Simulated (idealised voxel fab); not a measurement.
voxel local oxidation: a process module
Displayed cross-section: cut, width of 295 nm, square cells sized 5 nm.
Cross-section format: a grid of square cells, given as bands from top to bottom; each band is one or more rows of cells.
In this notation a band is specified by the heights of its top and bottom, in that order and in nm, after which its materials appear from left to right, each paired with its width in nm. The word "all across" attached to a single material means that material fills the band from edge to edge; the word "empty" stands for empty space.
The level at which height equals 0 is the one under which the wafer, as it arrives, is entirely one material. No lower edge exists for the bottom band, which continues downward and is notated as in "0 down".
When a width is written as two numbers, as in "30..40", the first number is the width in the top row of cells of the band and the second is the width in its bottom row, and the width changes by the same amount from each row to the next.
"all unchanged" -> step changed no cross-section cell.
For the entry "Enclosed internal voids", the listed items are empty spaces with no open way to the top whose size is 8 cells or more; each item follows the pattern width x height at distance, where distance is from the left edge and all three are in nm.
Post-settings text on a step line: simulator's own remark regarding the step.
overlay nm, on a step with a mask: how far to the right of its planned place the mask lay; to the left if negative

**Here's what the planned process steps look like**
- 1: RECEIVE,material Si
- 2: CONFORMAL_DEP,material SiO2,thk nm 5
- 3: CONFORMAL_DEP,material SiN,thk nm 10
- 4: DIRECTIONAL_DEP,material aC,thk nm 15
- 5: PATTERN,tone cover,mask id ACTIVE,material resist,width nm 100,pitch nm 130,thk nm 35,overlay nm -15
- 6: DIRECTIONAL_ETCH,etch materials aC,depth nm 15
- 7: STRIP,etch materials resist
- 8: DIRECTIONAL_ETCH,etch materials SiN,depth nm 10
- 9: STRIP,etch materials aC
- 10: SELECTIVE_ETCH,etch materials SiO2,depth nm 5
- 11: OXIDIZE,depth nm 10
- 12: STRIP,etch materials SiN
Be aware that, although all wafers share a common starting state, the overlay nm at step 5 differs among them, and the plan displays the first wafer's value.

**As-received cross-section, first of several wafers, post step 1**
    0 down | Si all across
    Enclosed internal voids: none

**Heads up, this table goes wafer by wafer. A row tells you, at the end of the module, how many cells of each material that wafer has put on (+) or dropped (-) since it was received, and then its closed voids**
overlay nm -15, -62 Si, +98 SiO2, Enclosed internal voids: none
overlay nm -10, -62 Si, +98 SiO2, Enclosed internal voids: none
overlay nm -5, -62 Si, +98 SiO2, Enclosed internal voids: none
overlay nm 0, -62 Si, +98 SiO2, Enclosed internal voids: none
overlay nm 5, -62 Si, +98 SiO2, Enclosed internal voids: none
overlay nm 10, -62 Si, +98 SiO2, Enclosed internal voids: none
overlay nm 15, -62 Si, +98 SiO2, Enclosed internal voids: none
